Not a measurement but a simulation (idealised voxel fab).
Title: Process Module voxel gate over fins
Shown is cross-section cut, with a width of 255 nm and square cells of size 5 nm.
For the purposes of this document, a cross-section shall be understood as a grid of square cells, specified as bands listed in top-to-bottom order, each band consisting of one or more rows of cells. Per band: top height and bottom height in nm, followed by the left-to-right materials and their widths in nm; "throughout" marks a single material spanning edge to edge, "air" marks empty space. Heads up on the height convention: 0 is the point under which the incoming wafer is all one material, and the lowest band has no bottom, it just keeps going down, like "top 0, no bottom". Width "30..40": first value at the band's top row of cells, second value at its bottom row, equal change from row to row. For the purposes of this document, the phrase "no alteration" attached to a step denotes that no cell within the cross-section was modified by that step. Enclosed voids (no open way to top), threshold 8 cells or more, entry "Fully sealed cavities", notation width x height at distance, distance from left edge, nm. Anything after a step's settings on that line? It's the simulator's own note about the step. overlay nm: how far to the right of its planned place the mask lay on this masked step (negative: to the left).
[plan]
1,RECEIVE with material Si
2,CONFORMAL_DEP with material SiN, thk nm 10
3,PATTERN with tone cover, mask id FINS, material resist, width nm 15, pitch nm 35, thk nm 15, overlay nm 0
4,DIRECTIONAL_ETCH with etch materials SiN, depth nm 10
5,DIRECTIONAL_ETCH with etch materials Si, depth nm 30
6,STRIP with etch materials resist
7,FILL_DEP with material SiO2, thk nm 5
8,CMP with height nm 10
9,SELECTIVE_ETCH with etch materials SiO2, depth nm 25
10,STRIP with etch materials SiN
11,CONFORMAL_DEP with material HfO2, thk nm 5
12,CONFORMAL_DEP with material TiN, thk nm 5
13,CONFORMAL_DEP with material TiAl, thk nm 5
14,CONFORMAL_DEP with material TiN, thk nm 5
15,FILL_DEP with material W, thk nm 15
16,CMP with height nm 30
17,CONFORMAL_DEP with material SiN, thk nm 10
[As-received wafer cross-section (after step 1)]
  top 0, no bottom  Si throughout
  Fully sealed cavities: none
[Cross-sectional view of the first of the two wafers upon completion of the module, processed in accordance with the plan]
  top 40, bottom 30  SiN throughout
  top 30, bottom 20  W throughout
  top 20, bottom 15  45 nm W, 160 nm TiN, 50 nm W
  top 15, bottom 10  45 nm W, 5 nm TiN, 150 nm TiAl, 5 nm TiN, 50 nm W
  top 10, bottom 5  45 nm W, 5 nm TiN, 5 nm TiAl, 140 nm TiN, 5 nm TiAl, 5 nm TiN, 50 nm W
  top 5, bottom 0  50 nm TiN, 5 nm TiAl, 5 nm TiN, 25 nm HfO2, 10 nm TiN, 25 nm HfO2, 10 nm TiN, 25 nm HfO2, 10 nm TiN, 25 nm HfO2, 5 nm TiN, 5 nm TiAl, 55 nm TiN
  top 0, bottom -5  55 nm TiAl, 5 nm TiN, 5 nm HfO2, 15 nm Si, 5 nm HfO2, 10 nm TiN, 5 nm HfO2, 15 nm Si, 5 nm HfO2, 10 nm TiN, 5 nm HfO2, 15 nm Si, 5 nm HfO2, 10 nm TiN, 5 nm HfO2, 15 nm Si, 5 nm HfO2, 5 nm TiN, 60 nm TiAl
  top -5, bottom -10  60 nm TiN, 5 nm HfO2, 15 nm Si, 5 nm HfO2, 10 nm TiN, 5 nm HfO2, 15 nm Si, 5 nm HfO2, 10 nm TiN, 5 nm HfO2, 15 nm Si, 5 nm HfO2, 10 nm TiN, 5 nm HfO2, 15 nm Si, 5 nm HfO2, 65 nm TiN
  top -10, bottom -15  65 nm HfO2, 15 nm Si, 20 nm HfO2, 15 nm Si, 20 nm HfO2, 15 nm Si, 20 nm HfO2, 15 nm Si, 70 nm HfO2
  top -15, bottom -30  65 nm SiO2, 15 nm Si, 20 nm SiO2, 15 nm Si, 20 nm SiO2, 15 nm Si, 20 nm SiO2, 15 nm Si, 70 nm SiO2
  top -30, no bottom  Si throughout
  Fully sealed cavities: none
[Second wafer of the two, sectioned at the end of the module. It began like the first and followed the same plan, but one mistake was made while running it]
  top 40, bottom 30  SiN throughout
  top 30, bottom 20  W throughout
  top 20, bottom 15  TiN throughout
  top 15, bottom 10  TiAl throughout
  top 10, bottom 5  TiN throughout
  top 5, bottom 0  70 nm HfO2, 5 nm TiN, 30 nm HfO2, 5 nm TiN, 30 nm HfO2, 5 nm TiN, 30 nm HfO2, 5 nm TiN, 75 nm HfO2
  top 0, bottom -10  65 nm Si, 5 nm HfO2, 5 nm TiN, 5 nm HfO2, 20 nm Si, 5 nm HfO2, 5 nm TiN, 5 nm HfO2, 20 nm Si, 5 nm HfO2, 5 nm TiN, 5 nm HfO2, 20 nm Si, 5 nm HfO2, 5 nm TiN, 5 nm HfO2, 70 nm Si
  top -10, bottom -15  65 nm Si, 15 nm HfO2, 20 nm Si, 15 nm HfO2, 20 nm Si, 15 nm HfO2, 20 nm Si, 15 nm HfO2, 70 nm Si
  top -15, bottom -30  65 nm Si, 15 nm SiO2, 20 nm Si, 15 nm SiO2, 20 nm Si, 15 nm SiO2, 20 nm Si, 15 nm SiO2, 70 nm Si
  top -30, no bottom  Si throughout
  Fully sealed cavities: none
In executing the process, a mistake was made relative to the plan: step 3 deviated from plan and actually ran as PATTERN with tone open, mask id FINS, material resist, width nm 15, pitch nm 35, thk nm 15, overlay nm 0
Final comparison by cell count, materials where the second wafer has more or fewer than the first: +162 Si, -81 SiO2, -6 TiAl, -18 TiN, -57 W
